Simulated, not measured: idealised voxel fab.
process module | voxel double patterning
cross-section cut | 195 nm wide | cells 5 nm
A cross-section is a grid of square cells, given in bands from the top down. A band is one or more rows of cells.
Each band's line starts with the height of the band's top and of its bottom, in nm. Then come its materials from left to right, each with its width in nm. One material with "throughout" fills the band from edge to edge. "air" is empty space.
Height 0 is the level under which the wafer as received is all one material. The lowest band goes on downwards, as in "0 down".
A width such as "30 to 40" changes by the same amount from each row of cells to the next, from the band's top row to its bottom row.
"no change" after a step means that no cell of the cross-section changed.
closed voids: empty space of 8 cells or more with no open way to the top, each as width x height at its distance from the left edge, in nm
after a step's settings: what the simulator itself notes on the step
overlay nm, on a step with a mask: how far to the right of its planned place the mask lay; to the left if negative
plan
1 op RECEIVE | material Si
2 op CONFORMAL_DEP | material SiN | thk nm 5
3 op DIRECTIONAL_DEP | material SiO2 | thk nm 15
4 op DIRECTIONAL_DEP | material SiCN | thk nm 5
5 op MASKED_ETCH | tone open | mask id FIRST | width nm 15 | pitch nm 50 | etch materials SiCN | depth nm 5 | overlay nm 0
6 op PATTERN | tone open | mask id SECOND | material resist | width nm 15 | pitch nm 50 | thk nm 15 | overlay nm 0
7 op DIRECTIONAL_ETCH | etch materials SiCN | depth nm 5
8 op STRIP | etch materials resist
9 op DIRECTIONAL_ETCH | etch materials SiO2 | depth nm 15
10 op STRIP | etch materials SiCN
varied across the wafers: thk nm of step 2. The plan shows the first wafer's value. All wafers start alike
first wafer as received, after step 1
  0 down: Si throughout
  closed voids: none
each wafer at the end: cells of each material gained (+) or lost (-) since it was received, then its closed voids
thk nm 5 | +39 SiN | +72 SiO2 | closed voids: none
thk nm 10 | +78 SiN | +72 SiO2 | closed voids: none
thk nm 15 | +117 SiN | +72 SiO2 | closed voids: none
thk nm 20 | +156 SiN | +72 SiO2 | closed voids: none
